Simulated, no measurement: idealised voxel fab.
This is a process module. Its name is voxel double patterning.
160 nm wide, 5 nm square cells: that's cross-section cut.
In what follows, cross-sections appear as grids of square cells, described through bands that run from the top down, where every band is one or more rows of cells.
Heads up on the band format: heights come first, top then bottom, in nm. After that it's the materials left to right, each with its width in nm. A single material flagged "full width" fills the whole band edge to edge, and "air" means there's empty space there.
Note: height 0 marks the level under which the wafer is uniformly one material as received. Lowest band unbounded below, written "z 0 and below".
Think of "30->40" as a width that walks from the first number to the second as you go down the band, top row to bottom row, taking equal-sized steps from row to row.
A step reported as "no alteration" is a step in which no cell of the cross-section changed.
Entry "Enclosed void list" = empty spaces >= 8 cells with no open way to the top; each as width x height at distance, distance from left edge, all nm.
after a step's settings: what the simulator itself notes on the step
A step line may carry the setting "overlay nm", which, for steps involving a mask, states the distance by which the mask lay to the right of its intended position; negative values denote displacement to the left.

# plan
1. op RECEIVE | material Si
2. op CONFORMAL_DEP | material SiO2 | thk nm 10
3. op DIRECTIONAL_DEP | material polySi | thk nm 15
4. op DIRECTIONAL_DEP | material SiCN | thk nm 10
5. op MASKED_ETCH | tone open | mask id FIRST | width nm 15 | pitch nm 50 | etch materials SiCN | depth nm 10 | overlay nm 0
6. op DIRECTIONAL_DEP | material aC | thk nm 10
7. op PATTERN | tone open | mask id SECOND | material resist | width nm 15 | pitch nm 50 | thk nm 25 | overlay nm 0
8. op DIRECTIONAL_ETCH | etch materials aC | depth nm 10
9. op STRIP | etch materials resist
10. op DIRECTIONAL_ETCH | etch materials SiCN | depth nm 10
11. op STRIP | etch materials aC
12. op DIRECTIONAL_ETCH | etch materials polySi | depth nm 15
13. op STRIP | etch materials SiCN

# As received (post step 1): cross-section
- z 0 and below = Si full width
- Enclosed void list: none

# first wafer at the end, as planned
- z 25 to 10 = 20 of polySi, then 15 of air, then 10 of polySi, then 15 of air, then 10 of polySi, then 15 of air, then 10 of polySi, then 15 of air, then 10 of polySi, then 15 of air, then 25 of polySi
- z 10 to 0 = SiO2 full width
- z 0 and below = Si full width
- Enclosed void list: none

# Second of two wafers, module complete, sectioned: it shares the first wafer's start and plan but was run with one mistake
- z 25 to 10 = 20 of polySi, then 15 of air, then 10 of polySi, then 15 of air, then 10 of polySi, then 15 of air, then 10 of polySi, then 15 of air, then 10 of polySi, then 15 of air, then 25 of polySi
- z 10 to 0 = polySi full width
- z 0 and below = Si full width
- Enclosed void list: none
Diagnosis: step 2 was run on a setting that differed from the plan, and what really ran there is op CONFORMAL_DEP | material polySi | thk nm 10
Upon completion, the second wafer contains, in terms of cells, a greater or smaller amount of certain materials than the first wafer: 64 fewer of SiO2 | 64 more of polySi
